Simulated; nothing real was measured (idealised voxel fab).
The process module that follows is named voxel gate over fins.
Pictured: cross-section cut, 195 nm wide, on a grid of 5 nm square cells.
In this document a cross-section is written as a grid of square cells. It is given as a series of bands, listed from the top down, and a band is one or more rows of cells. What a band's entry tells you: where the top is and where the bottom is, as heights in nm, and after that what lies inside, material by material from left to right, each with its width in nm. Empty space is written as the word "air", and a single material marked with the word "edge to edge" occupies the band from edge to edge. Measure heights from 0. That's the level where, below it, the as-received wafer is all one material. The lowest band is bottomless and extends downward; write it as in "0..down". Note: "30->40" means the width goes from the first number (top row of the band) to the second number (bottom row) in equal steps per row of cells. When a step is marked "no alteration", none of the cells in the cross-section changed during that step. "Enclosed internal cavities" - sealed voids, min. 8 cells, no opening to top; format: width x height at distance (distance from left edge; nm throughout). On each step's line, the part that comes after the settings is the simulator's own comment on the step. If you see "overlay nm" on a step's line and that step has a mask, it's telling you how far right of where it was planned the mask ended up; a negative number means it went left instead.

Steps planned for the process:
1. RECEIVE with material Si
2. CONFORMAL_DEP with material SiN, thk nm 5
3. DIRECTIONAL_DEP with material aC, thk nm 15
4. PATTERN with tone cover, mask id FINS, material resist, width nm 15, pitch nm 60, thk nm 30, overlay nm 0
5. DIRECTIONAL_ETCH with etch materials aC, depth nm 15
6. STRIP with etch materials resist
7. DIRECTIONAL_ETCH with etch materials SiN, depth nm 5
8. DIRECTIONAL_ETCH with etch materials Si, depth nm 30
9. STRIP with etch materials aC
10. FILL_DEP with material SiO2, thk nm 10
11. CMP with height nm 5
12. MASKED_ETCH with tone open, mask id RAIL, width nm 15, etch materials SiO2, depth nm 30, overlay nm 0
13. CONFORMAL_DEP with material TiN, thk nm 5
14. FILL_DEP with material W, thk nm 5
15. CMP with height nm 5
16. SELECTIVE_ETCH with etch materials W Ru TiN, depth nm 20
17. FILL_DEP with material SiO2, thk nm 5
18. CMP with height nm 5
19. SELECTIVE_ETCH with etch materials SiO2, depth nm 15
20. STRIP with etch materials SiN
21. CONFORMAL_DEP with material HfO2, thk nm 5
22. CONFORMAL_DEP with material TiN, thk nm 5
23. CONFORMAL_DEP with material TiAl, thk nm 5
24. CONFORMAL_DEP with material TiN, thk nm 5
25. FILL_DEP with material W, thk nm 15
26. CMP with height nm 30
27. CONFORMAL_DEP with material SiCN, thk nm 10

Step 1 complete: cross-section of the wafer as received:
0..down  Si edge to edge
Enclosed internal cavities: none

Run as planned - first of the two wafers cross-sectioned at the end of the module:
40..30  SiCN edge to edge
30..20  W edge to edge
20..15  W (10), TiN (55), W (5), TiN (55), W (5), TiN (55), W (10)
15..10  W (10), TiN (5), TiAl (45), TiN (5), W (5), TiN (5), TiAl (45), TiN (5), W (5), TiN (5), TiAl (45), TiN (5), W (10)
10..5  TiN (15), TiAl (5), TiN (35), TiAl (5), TiN (15), TiAl (5), TiN (35), TiAl (5), TiN (15), TiAl (5), TiN (35), TiAl (5), TiN (15)
5..0  TiAl (20), TiN (5), HfO2 (25), TiN (5), TiAl (25), TiN (5), HfO2 (25), TiN (5), TiAl (25), TiN (5), HfO2 (25), TiN (5), TiAl (20)
0..-5  TiN (25), HfO2 (5), Si (15), HfO2 (5), TiN (35), HfO2 (5), Si (15), HfO2 (5), TiN (35), HfO2 (5), Si (15), HfO2 (5), TiN (25)
-5..-10  HfO2 (30), Si (15), HfO2 (45), Si (15), HfO2 (45), Si (15), HfO2 (30)
-10..-15  SiO2 (30), Si (15), SiO2 (45), Si (15), SiO2 (45), Si (15), SiO2 (30)
-15..-20  SiO2 (30), Si (15), SiO2 (15), TiN (5), W (5), TiN (5), SiO2 (15), Si (15), SiO2 (45), Si (15), SiO2 (30)
-20..-25  SiO2 (30), Si (15), SiO2 (15), TiN (15), SiO2 (15), Si (15), SiO2 (45), Si (15), SiO2 (30)
-25..-30  SiO2 (30), Si (15), SiO2 (45), Si (15), SiO2 (45), Si (15), SiO2 (30)
-30..down  Si edge to edge
Enclosed internal cavities: none

This cross-section belongs to the second wafer of two at the end of the module; the start and the plan were shared with the first, and the run included one mistake:
40..30  SiCN edge to edge
30..20  W edge to edge
20..15  W (10), TiN (55), W (5), TiN (55), W (5), TiN (55), W (10)
15..10  W (10), TiN (5), TiAl (45), TiN (5), W (5), TiN (5), TiAl (45), TiN (5), W (5), TiN (5), TiAl (45), TiN (5), W (10)
10..5  TiN (15), TiAl (45), TiN (15), TiAl (45), TiN (15), TiAl (45), TiN (15)
5..0  TiAl (25), HfO2 (25), TiAl (35), HfO2 (25), TiAl (35), HfO2 (25), TiAl (25)
0..-5  TiAl (25), HfO2 (5), Si (15), HfO2 (5), TiAl (35), HfO2 (5), Si (15), HfO2 (5), TiAl (35), HfO2 (5), Si (15), HfO2 (5), TiAl (25)
-5..-10  HfO2 (30), Si (15), HfO2 (45), Si (15), HfO2 (45), Si (15), HfO2 (30)
-10..-15  SiO2 (30), Si (15), SiO2 (45), Si (15), SiO2 (45), Si (15), SiO2 (30)
-15..-20  SiO2 (30), Si (15), SiO2 (15), TiN (5), W (5), TiN (5), SiO2 (15), Si (15), SiO2 (45), Si (15), SiO2 (30)
-20..-25  SiO2 (30), Si (15), SiO2 (15), TiN (15), SiO2 (15), Si (15), SiO2 (45), Si (15), SiO2 (30)
-25..-30  SiO2 (30), Si (15), SiO2 (45), Si (15), SiO2 (45), Si (15), SiO2 (30)
-30..down  Si edge to edge
Enclosed internal cavities: none
Diagnosis: step 22 ran as: CONFORMAL_DEP with material TiAl, thk nm 5
Wrapping up, a cell-based count of both wafers puts the second over or under the first for these materials: +51 TiAl; -51 TiN
